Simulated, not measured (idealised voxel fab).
Process module heading - voxel tone inversion
Pictured: cross-section cut, 300 nm wide, on a grid of 5 nm square cells.
Think of the cross-section as a grid of square cells. We describe it in bands, top to bottom, and each band covers one or more rows of those cells.
Band: top and bottom heights (nm) first, top before bottom; then materials from left to right, widths in nm. "throughout" marks a sole material filling the band edge to edge. "blank" denotes empty space.
Where do heights start? At 0: under that level the wafer as delivered is made of one material only. And the lowest band has no floor; it just carries on downward, as in "0..down".
The expression "30 to 40" gives the width at the extremes of the band, the first number at its top row of cells and the second at its bottom row, with the width changing by equal amounts from each row to the next in between.
Step note "no change" = no cross-section cell changed.
In "Enclosed internal cavities" the enclosed voids are listed, meaning empty spaces of 8 cells or larger without any opening to the top. The form is width x height at distance, distance from the left edge, units nm.
Heads up: the bit after the settings on a step's line is the simulator's remark on that step.
If you see "overlay nm" on a step's line and that step has a mask, it's telling you how far right of where it was planned the mask ended up; a negative number means it went left instead.

So here's the lineup of process steps we planned
1) RECEIVE with material Si
2) CONFORMAL_DEP with material SiN, thk nm 5
3) DIRECTIONAL_DEP with material aC, thk nm 20
4) PATTERN with tone cover, mask id POSTS, material resist, width nm 25, pitch nm 45, thk nm 25, overlay nm 0
5) DIRECTIONAL_ETCH with etch materials aC, depth nm 20
6) STRIP with etch materials resist
7) FILL_DEP with material SiO2, thk nm 10
8) CMP with height nm 25
9) STRIP with etch materials aC

The first of the two wafers, which ran as planned

Received-state cross-section, reflecting completion of step 1
	0..down | Si throughout
	Enclosed internal cavities: none

Wafer section view after processing step 2
	5..0 | SiN throughout
	At heights below 0, the structure remains unaltered.

Wafer section view after processing step 3
	25..5 | aC throughout
	At heights below 5, the structure remains unaltered.

Wafer section view after processing step 4
	50..25 | blank 70 nm, then resist 25 nm, then blank 20 nm, then resist 25 nm, then blank 20 nm, then resist 25 nm, then blank 20 nm, then resist 25 nm, then blank 70 nm
	At heights below 25, the structure remains unaltered.

Wafer section view after processing step 5
	30..25 | blank 70 nm, then resist 25 nm, then blank 20 nm, then resist 25 nm, then blank 20 nm, then resist 25 nm, then blank 20 nm, then resist 25 nm, then blank 70 nm
	25..5 | blank 70 nm, then aC 25 nm, then blank 20 nm, then aC 25 nm, then blank 20 nm, then aC 25 nm, then blank 20 nm, then aC 25 nm, then blank 70 nm
	At heights below 5, the structure remains unaltered.

Wafer section view after processing step 6
	25..5 | blank 70 nm, then aC 25 nm, then blank 20 nm, then aC 25 nm, then blank 20 nm, then aC 25 nm, then blank 20 nm, then aC 25 nm, then blank 70 nm
	At heights below 5, the structure remains unaltered.

Wafer section view after processing step 7
	35..25 | SiO2 throughout
	25..5 | SiO2 70 nm, then aC 25 nm, then SiO2 20 nm, then aC 25 nm, then SiO2 20 nm, then aC 25 nm, then SiO2 20 nm, then aC 25 nm, then SiO2 70 nm
	At heights below 5, the structure remains unaltered.

Wafer section view after processing step 8
	25..5 | SiO2 70 nm, then aC 25 nm, then SiO2 20 nm, then aC 25 nm, then SiO2 20 nm, then aC 25 nm, then SiO2 20 nm, then aC 25 nm, then SiO2 70 nm
	At heights below 5, the structure remains unaltered.

Wafer section view after processing step 9
	25..5 | SiO2 70 nm, then blank 25 nm, then SiO2 20 nm, then blank 25 nm, then SiO2 20 nm, then blank 25 nm, then SiO2 20 nm, then blank 25 nm, then SiO2 70 nm
	At heights below 5, the structure remains unaltered.

Wafer two. Identical start, identical plan. One mistake in execution. Identical history through step 3

Second wafer profile in section, at the moment step 4 of the plan was meant to be complete
	50..25 | blank 75 nm, then resist 25 nm, then blank 20 nm, then resist 25 nm, then blank 20 nm, then resist 25 nm, then blank 20 nm, then resist 25 nm, then blank 65 nm
	At heights below 25, the structure remains unaltered.

Second wafer profile in section, at the moment step 5 of the plan was meant to be complete
	30..25 | blank 75 nm, then resist 25 nm, then blank 20 nm, then resist 25 nm, then blank 20 nm, then resist 25 nm, then blank 20 nm, then resist 25 nm, then blank 65 nm
	25..5 | blank 75 nm, then aC 25 nm, then blank 20 nm, then aC 25 nm, then blank 20 nm, then aC 25 nm, then blank 20 nm, then aC 25 nm, then blank 65 nm
	At heights below 5, the structure remains unaltered.

Second wafer profile in section, at the moment step 6 of the plan was meant to be complete
	25..5 | blank 75 nm, then aC 25 nm, then blank 20 nm, then aC 25 nm, then blank 20 nm, then aC 25 nm, then blank 20 nm, then aC 25 nm, then blank 65 nm
	At heights below 5, the structure remains unaltered.

Second wafer profile in section, at the moment step 7 of the plan was meant to be complete
	35..25 | SiO2 throughout
	25..5 | SiO2 75 nm, then aC 25 nm, then SiO2 20 nm, then aC 25 nm, then SiO2 20 nm, then aC 25 nm, then SiO2 20 nm, then aC 25 nm, then SiO2 65 nm
	At heights below 5, the structure remains unaltered.

Second wafer profile in section, at the moment step 8 of the plan was meant to be complete
	25..5 | SiO2 75 nm, then aC 25 nm, then SiO2 20 nm, then aC 25 nm, then SiO2 20 nm, then aC 25 nm, then SiO2 20 nm, then aC 25 nm, then SiO2 65 nm
	At heights below 5, the structure remains unaltered.

Second wafer profile in section, at the moment step 9 of the plan was meant to be complete
	25..5 | SiO2 75 nm, then blank 25 nm, then SiO2 20 nm, then blank 25 nm, then SiO2 20 nm, then blank 25 nm, then SiO2 20 nm, then blank 25 nm, then SiO2 65 nm
	At heights below 5, the structure remains unaltered.
Error vs. plan: step 4, actual vs plan mismatch, actual run PATTERN with tone cover, mask id POSTS, material resist, width nm 25, pitch nm 45, thk nm 25, overlay nm 5
Heads up: at the end the two wafers have identical cell counts per material, they're just laid out differently.
